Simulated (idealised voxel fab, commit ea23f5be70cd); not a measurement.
Herein follows the process module entitled voxel released beams.
Cross-section cut: width 240 nm, square cells of 5 nm.
We lay out every cross-section as a grid of square cells and spell it out in bands from the top down, where one band means one or more rows of cells. Heights first: top, then bottom, in nm. Then materials, left to right, each with a width in nm. "all across" on a single material: fills the band edge to edge. "blank": empty space. Note: height 0 marks the level under which the wafer is uniformly one material as received. Lowest band unbounded below, written "0 down". Graded width ("30->40"): value in top row of band = first number; value in bottom row = second number; row-to-row change constant. "no change occurred" -> step changed no cross-section cell. "Trapped voids" contains a list of empty spaces, each no smaller than 8 cells and without an open way to the top, written in the form width x height at distance with the distance from the left edge and all three in nm. Where a step's line continues beyond its settings, the continuation is a remark by the simulator itself on that step. overlay nm: for a step with a mask, the amount by which the mask lay right of where it was planned; a negative amount means left of it.

HERE'S WHAT THE PLANNED PROCESS STEPS LOOK LIKE
| 1 | RECEIVE: material Si |
| 2 | CONFORMAL_DEP: material Al2O3, thk nm 5 |
| 3 | DIRECTIONAL_DEP: material SiO2, thk nm 20 |
| 4 | DIRECTIONAL_DEP: material aC, thk nm 15 |
| 5 | PATTERN: tone open, mask id ANCHOR, material resist, width nm 45, thk nm 35, overlay nm 0 |
| 6 | DIRECTIONAL_ETCH: etch materials aC, depth nm 15 |
| 7 | STRIP: etch materials resist |
| 8 | DIRECTIONAL_ETCH: etch materials SiO2, depth nm 20 |
| 9 | STRIP: etch materials aC |
| 10 | CONFORMAL_DEP: material polySi, thk nm 15 |
| 11 | MASKED_ETCH: tone cover, mask id BEAM, width nm 100, etch materials polySi, depth nm 15, overlay nm 0 |
| 12 | STRIP: etch materials SiO2 |

FIRST WAFER, TWO IN TOTAL, RUN AS PLANNED

CROSS-SECTION OF THE INCOMING WAFER, STATE AFTER STEP 1
    0 down = Si all across
    Trapped voids: none

TAKE A LOOK AT THE WAFER'S CROSS-SECTION AFTER STEP 2
    5 to 0 = Al2O3 all across
    Below 0 it's all the same as before, nothing changed down there.

TAKE A LOOK AT THE WAFER'S CROSS-SECTION AFTER STEP 3
    25 to 5 = SiO2 all across
    Below 5 it's all the same as before, nothing changed down there.

TAKE A LOOK AT THE WAFER'S CROSS-SECTION AFTER STEP 4
    40 to 25 = aC all across
    Below 25 it's all the same as before, nothing changed down there.

TAKE A LOOK AT THE WAFER'S CROSS-SECTION AFTER STEP 5
    75 to 40 = resist 70 / blank 45 / resist 125
    Below 40 it's all the same as before, nothing changed down there.

TAKE A LOOK AT THE WAFER'S CROSS-SECTION AFTER STEP 6
    60 to 40 = resist 70 / blank 45 / resist 125
    40 to 25 = aC 70 / blank 45 / aC 125
    Below 25 it's all the same as before, nothing changed down there.

TAKE A LOOK AT THE WAFER'S CROSS-SECTION AFTER STEP 7
    40 to 25 = aC 70 / blank 45 / aC 125
    Below 25 it's all the same as before, nothing changed down there.

TAKE A LOOK AT THE WAFER'S CROSS-SECTION AFTER STEP 8
    40 to 25 = aC 70 / blank 45 / aC 125
    25 to 5 = SiO2 70 / blank 45 / SiO2 125
    Below 5 it's all the same as before, nothing changed down there.

TAKE A LOOK AT THE WAFER'S CROSS-SECTION AFTER STEP 9
    25 to 5 = SiO2 70 / blank 45 / SiO2 125
    Below 5 it's all the same as before, nothing changed down there.

TAKE A LOOK AT THE WAFER'S CROSS-SECTION AFTER STEP 10
    40 to 25 = polySi 85 / blank 15 / polySi 140
    25 to 20 = SiO2 70 / polySi 15 / blank 15 / polySi 15 / SiO2 125
    20 to 5 = SiO2 70 / polySi 45 / SiO2 125
    Below 5 it's all the same as before, nothing changed down there.

TAKE A LOOK AT THE WAFER'S CROSS-SECTION AFTER STEP 11
    40 to 25 = blank 65 / polySi 20 / blank 15 / polySi 65 / blank 75
    Below 25 it's all the same as before, nothing changed down there.

TAKE A LOOK AT THE WAFER'S CROSS-SECTION AFTER STEP 12
    40 to 25 = blank 65 / polySi 20 / blank 15 / polySi 65 / blank 75
    25 to 20 = blank 70 / polySi 15 / blank 15 / polySi 15 / blank 125
    20 to 5 = blank 70 / polySi 45 / blank 125
    Below 5 it's all the same as before, nothing changed down there.

REGARDING THE SECOND OF THE TWO WAFERS: IT SHARED THE FIRST WAFER'S STARTING CONDITION AND PROCESS PLAN, YET ONE ERROR OCCURRED DURING ITS EXECUTION. ITS HISTORY COINCIDES WITH THAT OF THE FIRST WAFER UP TO AND INCLUDING STEP 10

SECOND WAFER AT THE PLANNED FINISH OF STEP 11, SEEN IN CROSS-SECTION
    40 to 25 = blank 55 / polySi 30 / blank 15 / polySi 55 / blank 85
    Below 25 it's all the same as before, nothing changed down there.

SECOND WAFER AT THE PLANNED FINISH OF STEP 12, SEEN IN CROSS-SECTION
    40 to 25 = blank 55 / polySi 30 / blank 15 / polySi 55 / blank 85
    25 to 20 = blank 70 / polySi 15 / blank 15 / polySi 15 / blank 125
    20 to 5 = blank 70 / polySi 45 / blank 125
    Below 5 it's all the same as before, nothing changed down there.
The mistake made against the process plan was this: off-plan run, step 11, actual operation and settings MASKED_ETCH: tone cover, mask id BEAM, width nm 100, etch materials polySi, depth nm 15, overlay nm -10
Final state: per-material cell counts identical on both wafers; locations differ.
